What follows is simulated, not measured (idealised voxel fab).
Process module heading - voxel wiring stack
We display cut, a cross-section 210 nm in width whose square cells are each 5 nm.
Cross-section, as written here: a square-cell grid given band by band from the top down, where a band holds one or more rows of cells.
Per band: top height and bottom height in nm, followed by the left-to-right materials and their widths in nm; "edge to edge" marks a single material spanning edge to edge, "air" marks empty space.
Below 0: as-received wafer, all one material; heights counted from there. Lowest band: no bottom, goes on down, written "0 down".
The notation "30 to 40" denotes a width that varies across the rows of cells in the band, beginning at the first number in the top row, finishing at the second number in the bottom row, and changing by an identical amount from each row to the next.
"nothing changed" after a step means that no cell of the cross-section changed.
Enclosed voids (no open way to top), threshold 8 cells or more, entry "Internal closed voids", notation width x height at distance, distance from left edge, nm.
On a step's line, text after the settings is the simulator commenting on that step.
overlay nm: how far to the right of its planned place the mask lay on this masked step (negative: to the left).
Pairs follow: section before one process step, section after it down to the lowest changed band, step with settings underneath. Pairs may come from different runs of this module on the same starting wafer; continuity with the pair above only as stated in the "before" entry.

## before
85 to 70 | 55 aC / 20 air / 25 aC / 15 air / 20 aC / 20 air / 55 aC
70 to 55 | 60 lowk / 10 air / 5 aC / 25 lowk / 15 aC / 25 lowk / 10 air / 5 aC / 55 lowk
55 to 45 | lowk edge to edge
45 to 40 | SiCN edge to edge
40 to 20 | 50 lowk / 5 SiN / 20 W / 5 SiN / 10 lowk / 5 SiN / 20 W / 5 SiN / 10 lowk / 5 SiN / 20 W / 5 SiN / 50 lowk
20 to 15 | 55 SiN / 20 TiN / 20 SiN / 20 TiN / 20 SiN / 20 TiN / 55 SiN
15 to 0 | SiO2 edge to edge
0 down | Si edge to edge
Internal closed voids: none

## Result of Step
85 to 70 | 55 aC / 20 air / 25 aC / 15 air / 20 aC / 20 air / 55 aC
70 to 60 | 55 lowk / 15 air / 5 aC / 25 lowk / 15 aC / 20 lowk / 15 air / 5 aC / 55 lowk
60 to 55 | 60 lowk / 10 air / 5 aC / 25 lowk / 15 aC / 25 lowk / 10 air / 5 aC / 55 lowk
55 to 45 | 60 lowk / 10 air / 70 lowk / 10 air / 60 lowk
Nothing below the height 45 has changed.
Internal closed voids: none
Applied between the two views above: op DIRECTIONAL_ETCH | etch materials lowk | depth nm 10

before: this step begins from the cross-section that the pair just above shows after its step.

## Result of Step
85 to 70 | 55 aC / 20 air / 25 aC / 15 air / 20 aC / 20 air / 55 aC
70 to 60 | 55 lowk / 15 air / 5 aC / 25 lowk / 15 aC / 20 lowk / 15 air / 5 aC / 55 lowk
60 to 55 | 60 lowk / 10 air / 5 aC / 25 lowk / 15 aC / 25 lowk / 10 air / 5 aC / 55 lowk
55 to 45 | 60 lowk / 10 air / 70 lowk / 10 air / 60 lowk
45 to 40 | 60 SiCN / 10 air / 70 SiCN / 10 air / 60 SiCN
Nothing below the height 40 has changed.
Internal closed voids: none
Applied between the two views above: op DIRECTIONAL_ETCH | etch materials SiCN | depth nm 5

before: this step begins from the cross-section that the pair just above shows after its step.

## Result of Step
70 to 60 | 55 lowk / 20 air / 25 lowk / 15 air / 20 lowk / 20 air / 55 lowk
60 to 55 | 60 lowk / 15 air / 25 lowk / 15 air / 25 lowk / 15 air / 55 lowk
Nothing below the height 55 has changed.
Internal closed voids: none
Applied between the two views above: op STRIP | etch materials aC

before: this step begins from the cross-section that the pair just above shows after its step.

## Result of Step
75 to 70 | 60 TiN / 10 air / 35 TiN / 5 air / 30 TiN / 10 air / 60 TiN
70 to 60 | 55 lowk / 5 to 10 TiN / 10 to 5 air / 5 TiN / 25 lowk / 5 TiN / 5 air / 5 TiN / 20 lowk / 5 to 10 TiN / 10 to 5 air / 5 TiN / 55 lowk
60 to 55 | 60 lowk / 15 TiN / 25 lowk / 15 TiN / 25 lowk / 15 TiN / 55 lowk
55 to 45 | 60 lowk / 10 TiN / 70 lowk / 10 TiN / 60 lowk
45 to 40 | 60 SiCN / 10 TiN / 70 SiCN / 10 TiN / 60 SiCN
Nothing below the height 40 has changed.
Internal closed voids: none
Applied between the two views above: op CONFORMAL_DEP | material TiN | thk nm 5

before: this step begins from the cross-section that the pair just above shows after its step.

## Result of Step
85 to 75 | Cu edge to edge
75 to 70 | 60 TiN / 10 Cu / 35 TiN / 5 Cu / 30 TiN / 10 Cu / 60 TiN
70 to 60 | 55 lowk / 5 to 10 TiN / 10 to 5 Cu / 5 TiN / 25 lowk / 5 TiN / 5 Cu / 5 TiN / 20 lowk / 5 to 10 TiN / 10 to 5 Cu / 5 TiN / 55 lowk
Nothing below the height 60 has changed.
Internal closed voids: none
Applied between the two views above: op FILL_DEP | material Cu | thk nm 10

before: this step begins from the cross-section that the pair just above shows after its step.

## Result of Step
70 to 60 | 55 lowk / 5 to 10 TiN / 10 to 5 Cu / 5 TiN / 25 lowk / 5 TiN / 5 Cu / 5 TiN / 20 lowk / 5 to 10 TiN / 10 to 5 Cu / 5 TiN / 55 lowk
Nothing below the height 60 has changed.
Internal closed voids: none
Applied between the two views above: op CMP | height nm 70

before: this step begins from the cross-section that the pair just above shows after its step.

## Result of Step
75 to 70 | SiCN edge to edge
Nothing below the height 70 has changed.
Internal closed voids: none
Applied between the two views above: op CONFORMAL_DEP | material SiCN | thk nm 5

before: this step begins from the cross-section that the pair just above shows after its step.

## Result of Step
85 to 75 | lowk edge to edge
Nothing below the height 75 has changed.
Internal closed voids: none
Applied between the two views above: op DIRECTIONAL_DEP | material lowk | thk nm 10

before: this step begins from the cross-section that the pair just above shows after its step.

## Result of Step
85 to 75 | 55 lowk / 15 air / 65 lowk / 15 air / 60 lowk
Nothing below the height 75 has changed.
Internal closed voids: none
Applied between the two views above: op MASKED_ETCH | tone open | mask id PLUG_2 | width nm 15 | pitch nm 80 | etch materials lowk | depth nm 10 | overlay nm 0

before: this step begins from the cross-section that the pair just above shows after its step.

## Result of Step
85 to 75 | 55 lowk / 15 air / 65 lowk / 15 air / 60 lowk
75 to 70 | 55 SiCN / 15 air / 65 SiCN / 15 air / 60 SiCN
Nothing below the height 70 has changed.
Internal closed voids: none
Applied between the two views above: op MASKED_ETCH | tone open | mask id PLUG_2 | width nm 15 | pitch nm 80 | etch materials SiCN | depth nm 5 | overlay nm 0

before: this step begins from the cross-section that the pair just above shows after its step.

## Result of Step
90 to 85 | 60 TiN / 5 air / 75 TiN / 5 air / 65 TiN
85 to 75 | 55 lowk / 5 TiN / 5 air / 5 TiN / 65 lowk / 5 TiN / 5 air / 5 TiN / 60 lowk
75 to 70 | 55 SiCN / 15 TiN / 65 SiCN / 15 TiN / 60 SiCN
Nothing below the height 70 has changed.
Internal closed voids: none
Applied between the two views above: op CONFORMAL_DEP | material TiN | thk nm 5

before: this step begins from the cross-section that the pair just above shows after its step.

## Result of Step
100 to 90 | Cu edge to edge
90 to 85 | 60 TiN / 5 Cu / 75 TiN / 5 Cu / 65 TiN
85 to 75 | 55 lowk / 5 TiN / 5 Cu / 5 TiN / 65 lowk / 5 TiN / 5 Cu / 5 TiN / 60 lowk
Nothing below the height 75 has changed.
Internal closed voids: none
Applied between the two views above: op FILL_DEP | material Cu | thk nm 10

before: this step begins from the cross-section that the pair just above shows after its step.

## Result of Step
85 to 75 | 55 lowk / 5 TiN / 5 Cu / 5 TiN / 65 lowk / 5 TiN / 5 Cu / 5 TiN / 60 lowk
Nothing below the height 75 has changed.
Internal closed voids: none
Applied between the two views above: op CMP | height nm 85

before: this step begins from the cross-section that the pair just above shows after its step.

## Result of Step
90 to 85 | SiN edge to edge
Nothing below the height 85 has changed.
Internal closed voids: none
Applied between the two views above: op CONFORMAL_DEP | material SiN | thk nm 5

before: this step begins from the cross-section that the pair just above shows after its step.

## Result of Step
110 to 90 | SiO2 edge to edge
Nothing below the height 90 has changed.
Internal closed voids: none
Applied between the two views above: op DIRECTIONAL_DEP | material SiO2 | thk nm 20

before: this step begins from the cross-section that the pair just above shows after its step.

## Result of Step
110 to 90 | 55 SiO2 / 20 air / 20 SiO2 / 20 air / 20 SiO2 / 20 air / 55 SiO2
Nothing below the height 90 has changed.
Internal closed voids: none
Applied between the two views above: op MASKED_ETCH | tone open | mask id METAL_3 | width nm 20 | pitch nm 40 | etch materials SiO2 | depth nm 20 | overlay nm 0

before: this step begins from the cross-section that the pair just above shows after its step.

## Result of Step
110 to 90 | 55 SiO2 / 20 air / 20 SiO2 / 20 air / 20 SiO2 / 20 air / 55 SiO2
90 to 85 | 55 SiN / 20 air / 20 SiN / 20 air / 20 SiN / 20 air / 55 SiN
Nothing below the height 85 has changed.
Internal closed voids: none
Applied between the two views above: op MASKED_ETCH | tone open | mask id METAL_3 | width nm 20 | pitch nm 40 | etch materials SiN | depth nm 5 | overlay nm 0

before: this step begins from the cross-section that the pair just above shows after its step.

## Result of Step
115 to 110 | 60 TiN / 10 air / 30 TiN / 10 air / 30 TiN / 10 air / 60 TiN
110 to 90 | 55 SiO2 / 5 TiN / 10 air / 5 TiN / 20 SiO2 / 5 TiN / 10 air / 5 TiN / 20 SiO2 / 5 TiN / 10 air / 5 TiN / 55 SiO2
90 to 85 | 55 SiN / 20 TiN / 20 SiN / 20 TiN / 20 SiN / 20 TiN / 55 SiN
Nothing below the height 85 has changed.
Internal closed voids: none
Applied between the two views above: op CONFORMAL_DEP | material TiN | thk nm 5

before: this step begins from the cross-section that the pair just above shows after its step.

## Result of Step
125 to 115 | Cu edge to edge
115 to 110 | 60 TiN / 10 Cu / 30 TiN / 10 Cu / 30 TiN / 10 Cu / 60 TiN
110 to 90 | 55 SiO2 / 5 TiN / 10 Cu / 5 TiN / 20 SiO2 / 5 TiN / 10 Cu / 5 TiN / 20 SiO2 / 5 TiN / 10 Cu / 5 TiN / 55 SiO2
Nothing below the height 90 has changed.
Internal closed voids: none
Applied between the two views above: op FILL_DEP | material Cu | thk nm 10

before: this step begins from the cross-section that the pair just above shows after its step.

## Result of Step
110 to 90 | 55 SiO2 / 5 TiN / 10 Cu / 5 TiN / 20 SiO2 / 5 TiN / 10 Cu / 5 TiN / 20 SiO2 / 5 TiN / 10 Cu / 5 TiN / 55 SiO2
Nothing below the height 90 has changed.
Internal closed voids: none
Applied between the two views above: op CMP | height nm 110

before: this step begins from the cross-section that the pair just above shows after its step.

## Result of Step
115 to 110 | SiCN edge to edge
Nothing below the height 110 has changed.
Internal closed voids: none
Applied between the two views above: op CONFORMAL_DEP | material SiCN | thk nm 5

before: this step begins from the cross-section that the pair just above shows after its step.

## Result of Step
150 to 115 | lowk edge to edge
Nothing below the height 115 has changed.
Internal closed voids: none
Applied between the two views above: op DIRECTIONAL_DEP | material lowk | thk nm 35

before: this step begins from the cross-section that the pair just above shows after its step.

## Result of Step
170 to 150 | 55 resist / 15 air / 25 resist / 15 air / 25 resist / 15 air / 60 resist
Nothing below the height 150 has changed.
Internal closed voids: none
Applied between the two views above: op PATTERN | tone open | mask id METAL_4_HOLES | material resist | width nm 15 | pitch nm 40 | thk nm 20 | overlay nm 0

before: this step begins from the cross-section that the pair just above shows after its step.

## Result of Step
170 to 150 | 55 resist / 15 air / 25 resist / 15 air / 25 resist / 15 air / 60 resist
150 to 115 | 55 lowk / 15 air / 25 lowk / 15 air / 25 lowk / 15 air / 60 lowk
Nothing below the height 115 has changed.
Internal closed voids: none
Applied between the two views above: op DIRECTIONAL_ETCH | etch materials lowk | depth nm 35

before: this step begins from the cross-section that the pair just above shows after its step.

## Result of Step
150 to 115 | 55 lowk / 15 air / 25 lowk / 15 air / 25 lowk / 15 air / 60 lowk
Nothing below the height 115 has changed.
Internal closed voids: none
Applied between the two views above: op STRIP | etch materials resist

before: this step begins from the cross-section that the pair just above shows after its step.

## Result of Step
160 to 150 | 55 aC / 15 air / 25 aC / 15 air / 25 aC / 15 air / 60 aC
150 to 125 | 55 lowk / 15 air / 25 lowk / 15 air / 25 lowk / 15 air / 60 lowk
125 to 115 | 55 lowk / 15 aC / 25 lowk / 15 aC / 25 lowk / 15 aC / 60 lowk
Nothing below the height 115 has changed.
Internal closed voids: none
Applied between the two views above: op DIRECTIONAL_DEP | material aC | thk nm 10

before: this step begins from the cross-section that the pair just above shows after its step.

## Result of Step
185 to 160 | 55 resist / 20 air / 20 resist / 20 air / 20 resist / 20 air / 55 resist
Nothing below the height 160 has changed.
Internal closed voids: none
Applied between the two views above: op PATTERN | tone open | mask id METAL_4 | material resist | width nm 20 | pitch nm 40 | thk nm 25 | overlay nm 0

before: this step begins from the cross-section that the pair just above shows after its step.

## Result of Step
175 to 160 | 55 resist / 20 air / 20 resist / 20 air / 20 resist / 20 air / 55 resist
160 to 150 | 55 aC / 20 air / 20 aC / 20 air / 20 aC / 20 air / 55 aC
150 to 115 | 55 lowk / 15 air / 25 lowk / 15 air / 25 lowk / 15 air / 60 lowk
Nothing below the height 115 has changed.
Internal closed voids: none
Applied between the two views above: op DIRECTIONAL_ETCH | etch materials aC | depth nm 10

before: this step begins from the cross-section that the pair just above shows after its step.

## Result of Step
160 to 150 | 55 aC / 20 air / 20 aC / 20 air / 20 aC / 20 air / 55 aC
Nothing below the height 150 has changed.
Internal closed voids: none
Applied between the two views above: op STRIP | etch materials resist

before: this step begins from the cross-section that the pair just above shows after its step.

## Result of Step
160 to 150 | 55 aC / 20 air / 20 aC / 20 air / 20 aC / 20 air / 55 aC
150 to 130 | 55 lowk / 20 air / 20 lowk / 20 air / 20 lowk / 20 air / 55 lowk
Nothing below the height 130 has changed.
Internal closed voids: none
Applied between the two views above: op DIRECTIONAL_ETCH | etch materials lowk | depth nm 20

before: this step begins from the cross-section that the pair just above shows after its step.

## Result of Step
160 to 150 | 55 aC / 20 air / 20 aC / 20 air / 20 aC / 20 air / 55 aC
150 to 130 | 55 lowk / 20 air / 20 lowk / 20 air / 20 lowk / 20 air / 55 lowk
130 to 115 | 55 lowk / 15 air / 25 lowk / 15 air / 25 lowk / 15 air / 60 lowk
115 to 110 | 55 SiCN / 15 air / 25 SiCN / 15 air / 25 SiCN / 15 air / 60 SiCN
Nothing below the height 110 has changed.
Internal closed voids: none
Applied between the two views above: op DIRECTIONAL_ETCH | etch materials SiCN | depth nm 5

before: this step begins from the cross-section that the pair just above shows after its step.

## Result of Step
150 to 130 | 55 lowk / 20 air / 20 lowk / 20 air / 20 lowk / 20 air / 55 lowk
Nothing below the height 130 has changed.
Internal closed voids: none
Applied between the two views above: op STRIP | etch materials aC

before: this step begins from the cross-section that the pair just above shows after its step.

## Result of Step
155 to 150 | 60 TiN / 10 air / 30 TiN / 10 air / 30 TiN / 10 air / 60 TiN
150 to 135 | 55 lowk / 5 TiN / 10 air / 5 TiN / 20 lowk / 5 TiN / 10 air / 5 TiN / 20 lowk / 5 TiN / 10 air / 5 TiN / 55 lowk
135 to 130 | 55 lowk / 5 TiN / 5 air / 10 TiN / 20 lowk / 5 TiN / 5 air / 10 TiN / 20 lowk / 5 TiN / 5 air / 10 TiN / 55 lowk
130 to 115 | 55 lowk / 5 TiN / 5 air / 5 TiN / 25 lowk / 5 TiN / 5 air / 5 TiN / 25 lowk / 5 TiN / 5 air / 5 TiN / 60 lowk
115 to 110 | 55 SiCN / 15 TiN / 25 SiCN / 15 TiN / 25 SiCN / 15 TiN / 60 SiCN
Nothing below the height 110 has changed.
Internal closed voids: none
Applied between the two views above: op CONFORMAL_DEP | material TiN | thk nm 5

before: this step begins from the cross-section that the pair just above shows after its step.

## Result of Step
165 to 155 | Ru edge to edge
155 to 150 | 60 TiN / 10 Ru / 30 TiN / 10 Ru / 30 TiN / 10 Ru / 60 TiN
150 to 135 | 55 lowk / 5 TiN / 10 Ru / 5 TiN / 20 lowk / 5 TiN / 10 Ru / 5 TiN / 20 lowk / 5 TiN / 10 Ru / 5 TiN / 55 lowk
135 to 130 | 55 lowk / 5 TiN / 5 Ru / 10 TiN / 20 lowk / 5 TiN / 5 Ru / 10 TiN / 20 lowk / 5 TiN / 5 Ru / 10 TiN / 55 lowk
130 to 115 | 55 lowk / 5 TiN / 5 Ru / 5 TiN / 25 lowk / 5 TiN / 5 Ru / 5 TiN / 25 lowk / 5 TiN / 5 Ru / 5 TiN / 60 lowk
Nothing below the height 115 has changed.
Internal closed voids: none
Applied between the two views above: op FILL_DEP | material Ru | thk nm 10

before: this step begins from the cross-section that the pair just above shows after its step.

## Result of Step
150 to 135 | 55 lowk / 5 TiN / 10 Ru / 5 TiN / 20 lowk / 5 TiN / 10 Ru / 5 TiN / 20 lowk / 5 TiN / 10 Ru / 5 TiN / 55 lowk
Nothing below the height 135 has changed.
Internal closed voids: none
Applied between the two views above: op CMP | height nm 150

before: this step begins from the cross-section that the pair just above shows after its step.

## Result of Step
155 to 150 | SiN edge to edge
Nothing below the height 150 has changed.
Internal closed voids: none
Applied between the two views above: op CONFORMAL_DEP | material SiN | thk nm 5

## before
150 to 115 | lowk edge to edge
115 to 110 | SiCN edge to edge
110 to 90 | 55 SiO2 / 5 TiN / 10 Cu / 5 TiN / 20 SiO2 / 5 TiN / 10 Cu / 5 TiN / 20 SiO2 / 5 TiN / 10 Cu / 5 TiN / 55 SiO2
90 to 85 | 55 SiN / 20 TiN / 20 SiN / 20 TiN / 20 SiN / 20 TiN / 55 SiN
85 to 75 | 55 lowk / 5 TiN / 5 Cu / 5 TiN / 65 lowk / 5 TiN / 5 Cu / 5 TiN / 60 lowk
75 to 70 | 55 SiCN / 15 TiN / 65 SiCN / 15 TiN / 60 SiCN
70 to 60 | 55 lowk / 5 TiN / 10 Cu / 5 TiN / 20 lowk / 5 TiN / 10 Cu / 5 TiN / 20 lowk / 5 TiN / 10 Cu / 5 TiN / 55 lowk
60 to 55 | 55 lowk / 5 TiN / 5 Cu / 10 TiN / 20 lowk / 20 TiN / 20 lowk / 5 TiN / 5 Cu / 10 TiN / 55 lowk
55 to 45 | 55 lowk / 5 TiN / 5 Cu / 5 TiN / 65 lowk / 5 TiN / 5 Cu / 5 TiN / 60 lowk
45 to 40 | 55 SiCN / 15 TiN / 65 SiCN / 15 TiN / 60 SiCN
40 to 20 | 50 lowk / 5 SiN / 20 W / 5 SiN / 10 lowk / 5 SiN / 20 W / 5 SiN / 10 lowk / 5 SiN / 20 W / 5 SiN / 50 lowk
20 to 15 | 55 SiN / 20 TiN / 20 SiN / 20 TiN / 20 SiN / 20 TiN / 55 SiN
15 to 0 | SiO2 edge to edge
0 down | Si edge to edge
Internal closed voids: none

## Result of Step
170 to 150 | 60 resist / 15 air / 25 resist / 15 air / 25 resist / 15 air / 55 resist
Nothing below the height 150 has changed.
Internal closed voids: none
Applied between the two views above: op PATTERN | tone open | mask id METAL_4_HOLES | material resist | width nm 15 | pitch nm 40 | thk nm 20 | overlay nm 5

before: this step begins from the cross-section that the pair just above shows after its step.

## Result of Step
170 to 150 | 60 resist / 15 air / 25 resist / 15 air / 25 resist / 15 air / 55 resist
150 to 115 | 60 lowk / 15 air / 25 lowk / 15 air / 25 lowk / 15 air / 55 lowk
Nothing below the height 115 has changed.
Internal closed voids: none
Applied between the two views above: op DIRECTIONAL_ETCH | etch materials lowk | depth nm 35

before: this step begins from the cross-section that the pair just above shows after its step.

## Result of Step
150 to 115 | 60 lowk / 15 air / 25 lowk / 15 air / 25 lowk / 15 air / 55 lowk
Nothing below the height 115 has changed.
Internal closed voids: none
Applied between the two views above: op STRIP | etch materials resist

before: this step begins from the cross-section that the pair just above shows after its step.

## Result of Step
160 to 150 | 60 aC / 15 air / 25 aC / 15 air / 25 aC / 15 air / 55 aC
150 to 125 | 60 lowk / 15 air / 25 lowk / 15 air / 25 lowk / 15 air / 55 lowk
125 to 115 | 60 lowk / 15 aC / 25 lowk / 15 aC / 25 lowk / 15 aC / 55 lowk
Nothing below the height 115 has changed.
Internal closed voids: none
Applied between the two views above: op DIRECTIONAL_DEP | material aC | thk nm 10

before: this step begins from the cross-section that the pair just above shows after its step.

## Result of Step
185 to 160 | 55 resist / 20 air / 20 resist / 20 air / 20 resist / 20 air / 55 resist
Nothing below the height 160 has changed.
Internal closed voids: none
Applied between the two views above: op PATTERN | tone open | mask id METAL_4 | material resist | width nm 20 | pitch nm 40 | thk nm 25 | overlay nm 0

before: this step begins from the cross-section that the pair just above shows after its step.

## Result of Step
175 to 160 | 55 resist / 20 air / 20 resist / 20 air / 20 resist / 20 air / 55 resist
160 to 150 | 55 aC / 20 air / 20 aC / 20 air / 20 aC / 20 air / 55 aC
150 to 115 | 60 lowk / 15 air / 25 lowk / 15 air / 25 lowk / 15 air / 55 lowk
Nothing below the height 115 has changed.
Internal closed voids: none
Applied between the two views above: op DIRECTIONAL_ETCH | etch materials aC | depth nm 10

before: this step begins from the cross-section that the pair just above shows after its step.

## Result of Step
160 to 150 | 55 aC / 20 air / 20 aC / 20 air / 20 aC / 20 air / 55 aC
Nothing below the height 150 has changed.
Internal closed voids: none
Applied between the two views above: op STRIP | etch materials resist

before: this step begins from the cross-section that the pair just above shows after its step.

## Result of Step
160 to 150 | 55 aC / 20 air / 20 aC / 20 air / 20 aC / 20 air / 55 aC
150 to 130 | 55 lowk / 20 air / 20 lowk / 20 air / 20 lowk / 20 air / 55 lowk
Nothing below the height 130 has changed.
Internal closed voids: none
Applied between the two views above: op DIRECTIONAL_ETCH | etch materials lowk | depth nm 20

before: this step begins from the cross-section that the pair just above shows after its step.

## Result of Step
160 to 150 | 55 aC / 20 air / 20 aC / 20 air / 20 aC / 20 air / 55 aC
150 to 130 | 55 lowk / 20 air / 20 lowk / 20 air / 20 lowk / 20 air / 55 lowk
130 to 115 | 60 lowk / 15 air / 25 lowk / 15 air / 25 lowk / 15 air / 55 lowk
115 to 110 | 60 SiCN / 15 air / 25 SiCN / 15 air / 25 SiCN / 15 air / 55 SiCN
Nothing below the height 110 has changed.
Internal closed voids: none
Applied between the two views above: op DIRECTIONAL_ETCH | etch materials SiCN | depth nm 5

before: this step begins from the cross-section that the pair just above shows after its step.

## Result of Step
150 to 130 | 55 lowk / 20 air / 20 lowk / 20 air / 20 lowk / 20 air / 55 lowk
Nothing below the height 130 has changed.
Internal closed voids: none
Applied between the two views above: op STRIP | etch materials aC

before: this step begins from the cross-section that the pair just above shows after its step.

## Result of Step
155 to 150 | 60 TiN / 10 air / 30 TiN / 10 air / 30 TiN / 10 air / 60 TiN
150 to 135 | 55 lowk / 5 TiN / 10 air / 5 TiN / 20 lowk / 5 TiN / 10 air / 5 TiN / 20 lowk / 5 TiN / 10 air / 5 TiN / 55 lowk
135 to 130 | 55 lowk / 10 TiN / 5 air / 5 TiN / 20 lowk / 10 TiN / 5 air / 5 TiN / 20 lowk / 10 TiN / 5 air / 5 TiN / 55 lowk
130 to 115 | 60 lowk / 5 TiN / 5 air / 5 TiN / 25 lowk / 5 TiN / 5 air / 5 TiN / 25 lowk / 5 TiN / 5 air / 5 TiN / 55 lowk
115 to 110 | 60 SiCN / 15 TiN / 25 SiCN / 15 TiN / 25 SiCN / 15 TiN / 55 SiCN
Nothing below the height 110 has changed.
Internal closed voids: none
Applied between the two views above: op CONFORMAL_DEP | material TiN | thk nm 5

before: this step begins from the cross-section that the pair just above shows after its step.

## Result of Step
165 to 155 | Ru edge to edge
155 to 150 | 60 TiN / 10 Ru / 30 TiN / 10 Ru / 30 TiN / 10 Ru / 60 TiN
150 to 135 | 55 lowk / 5 TiN / 10 Ru / 5 TiN / 20 lowk / 5 TiN / 10 Ru / 5 TiN / 20 lowk / 5 TiN / 10 Ru / 5 TiN / 55 lowk
135 to 130 | 55 lowk / 10 TiN / 5 Ru / 5 TiN / 20 lowk / 10 TiN / 5 Ru / 5 TiN / 20 lowk / 10 TiN / 5 Ru / 5 TiN / 55 lowk
130 to 115 | 60 lowk / 5 TiN / 5 Ru / 5 TiN / 25 lowk / 5 TiN / 5 Ru / 5 TiN / 25 lowk / 5 TiN / 5 Ru / 5 TiN / 55 lowk
Nothing below the height 115 has changed.
Internal closed voids: none
Applied between the two views above: op FILL_DEP | material Ru | thk nm 10

before: this step begins from the cross-section that the pair just above shows after its step.

## Result of Step
150 to 135 | 55 lowk / 5 TiN / 10 Ru / 5 TiN / 20 lowk / 5 TiN / 10 Ru / 5 TiN / 20 lowk / 5 TiN / 10 Ru / 5 TiN / 55 lowk
Nothing below the height 135 has changed.
Internal closed voids: none
Applied between the two views above: op CMP | height nm 150

before: this step begins from the cross-section that the pair just above shows after its step.

## Result of Step
155 to 150 | SiN edge to edge
Nothing below the height 150 has changed.
Internal closed voids: none
Applied between the two views above: op CONFORMAL_DEP | material SiN | thk nm 5

## before
85 to 75 | 55 lowk / 5 TiN / 5 Cu / 5 TiN / 65 lowk / 5 TiN / 5 Cu / 5 TiN / 60 lowk
75 to 70 | 55 SiCN / 15 TiN / 65 SiCN / 15 TiN / 60 SiCN
70 to 60 | 55 lowk / 5 TiN / 10 Cu / 5 TiN / 20 lowk / 5 TiN / 10 Cu / 5 TiN / 20 lowk / 5 TiN / 10 Cu / 5 TiN / 55 lowk
60 to 55 | 55 lowk / 5 TiN / 5 Cu / 10 TiN / 20 lowk / 20 TiN / 20 lowk / 5 TiN / 5 Cu / 10 TiN / 55 lowk
55 to 45 | 55 lowk / 5 TiN / 5 Cu / 5 TiN / 65 lowk / 5 TiN / 5 Cu / 5 TiN / 60 lowk
45 to 40 | 55 SiCN / 15 TiN / 65 SiCN / 15 TiN / 60 SiCN
40 to 20 | 50 lowk / 5 SiN / 20 W / 5 SiN / 10 lowk / 5 SiN / 20 W / 5 SiN / 10 lowk / 5 SiN / 20 W / 5 SiN / 50 lowk
20 to 15 | 55 SiN / 20 TiN / 20 SiN / 20 TiN / 20 SiN / 20 TiN / 55 SiN
15 to 0 | SiO2 edge to edge
0 down | Si edge to edge
Internal closed voids: none

## Result of Step
90 to 85 | W edge to edge
Nothing below the height 85 has changed.
Internal closed voids: none
Applied between the two views above: op CONFORMAL_DEP | material W | thk nm 5

before: this step begins from the cross-section that the pair just above shows after its step.

## Result of Step
110 to 90 | SiO2 edge to edge
Nothing below the height 90 has changed.
Internal closed voids: none
Applied between the two views above: op DIRECTIONAL_DEP | material SiO2 | thk nm 20

before: this step begins from the cross-section that the pair just above shows after its step.

## Result of Step
110 to 90 | 55 SiO2 / 20 air / 20 SiO2 / 20 air / 20 SiO2 / 20 air / 55 SiO2
Nothing below the height 90 has changed.
Internal closed voids: none
Applied between the two views above: op MASKED_ETCH | tone open | mask id METAL_3 | width nm 20 | pitch nm 40 | etch materials SiO2 | depth nm 20 | overlay nm 0

before: this step begins from the cross-section that the pair just above shows after its step.

## Result of Step
115 to 110 | 60 TiN / 10 air / 30 TiN / 10 air / 30 TiN / 10 air / 60 TiN
110 to 95 | 55 SiO2 / 5 TiN / 10 air / 5 TiN / 20 SiO2 / 5 TiN / 10 air / 5 TiN / 20 SiO2 / 5 TiN / 10 air / 5 TiN / 55 SiO2
95 to 90 | 55 SiO2 / 20 TiN / 20 SiO2 / 20 TiN / 20 SiO2 / 20 TiN / 55 SiO2
Nothing below the height 90 has changed.
Internal closed voids: none
Applied between the two views above: op CONFORMAL_DEP | material TiN | thk nm 5

before: this step begins from the cross-section that the pair just above shows after its step.

## Result of Step
125 to 115 | Cu edge to edge
115 to 110 | 60 TiN / 10 Cu / 30 TiN / 10 Cu / 30 TiN / 10 Cu / 60 TiN
110 to 95 | 55 SiO2 / 5 TiN / 10 Cu / 5 TiN / 20 SiO2 / 5 TiN / 10 Cu / 5 TiN / 20 SiO2 / 5 TiN / 10 Cu / 5 TiN / 55 SiO2
Nothing below the height 95 has changed.
Internal closed voids: none
Applied between the two views above: op FILL_DEP | material Cu | thk nm 10

before: this step begins from the cross-section that the pair just above shows after its step.

## Result of Step
110 to 95 | 55 SiO2 / 5 TiN / 10 Cu / 5 TiN / 20 SiO2 / 5 TiN / 10 Cu / 5 TiN / 20 SiO2 / 5 TiN / 10 Cu / 5 TiN / 55 SiO2
Nothing below the height 95 has changed.
Internal closed voids: none
Applied between the two views above: op CMP | height nm 110

before: this step begins from the cross-section that the pair just above shows after its step.

## Result of Step
115 to 110 | SiCN edge to edge
Nothing below the height 110 has changed.
Internal closed voids: none
Applied between the two views above: op CONFORMAL_DEP | material SiCN | thk nm 5

before: this step begins from the cross-section that the pair just above shows after its step.

## Result of Step
150 to 115 | lowk edge to edge
Nothing below the height 115 has changed.
Internal closed voids: none
Applied between the two views above: op DIRECTIONAL_DEP | material lowk | thk nm 35

before: this step begins from the cross-section that the pair just above shows after its step.

## Result of Step
170 to 150 | 55 resist / 15 air / 25 resist / 15 air / 25 resist / 15 air / 60 resist
Nothing below the height 150 has changed.
Internal closed voids: none
Applied between the two views above: op PATTERN | tone open | mask id METAL_4_HOLES | material resist | width nm 15 | pitch nm 40 | thk nm 20 | overlay nm 0

before: this step begins from the cross-section that the pair just above shows after its step.

## Result of Step
170 to 150 | 55 resist / 15 air / 25 resist / 15 air / 25 resist / 15 air / 60 resist
150 to 115 | 55 lowk / 15 air / 25 lowk / 15 air / 25 lowk / 15 air / 60 lowk
Nothing below the height 115 has changed.
Internal closed voids: none
Applied between the two views above: op DIRECTIONAL_ETCH | etch materials lowk | depth nm 35

before: this step begins from the cross-section that the pair just above shows after its step.

## Result of Step
150 to 115 | 55 lowk / 15 air / 25 lowk / 15 air / 25 lowk / 15 air / 60 lowk
Nothing below the height 115 has changed.
Internal closed voids: none
Applied between the two views above: op STRIP | etch materials resist

before: this step begins from the cross-section that the pair just above shows after its step.

## Result of Step
160 to 150 | 55 aC / 15 air / 25 aC / 15 air / 25 aC / 15 air / 60 aC
150 to 125 | 55 lowk / 15 air / 25 lowk / 15 air / 25 lowk / 15 air / 60 lowk
125 to 115 | 55 lowk / 15 aC / 25 lowk / 15 aC / 25 lowk / 15 aC / 60 lowk
Nothing below the height 115 has changed.
Internal closed voids: none
Applied between the two views above: op DIRECTIONAL_DEP | material aC | thk nm 10

before: this step begins from the cross-section that the pair just above shows after its step.

## Result of Step
185 to 160 | 55 resist / 20 air / 20 resist / 20 air / 20 resist / 20 air / 55 resist
Nothing below the height 160 has changed.
Internal closed voids: none
Applied between the two views above: op PATTERN | tone open | mask id METAL_4 | material resist | width nm 20 | pitch nm 40 | thk nm 25 | overlay nm 0
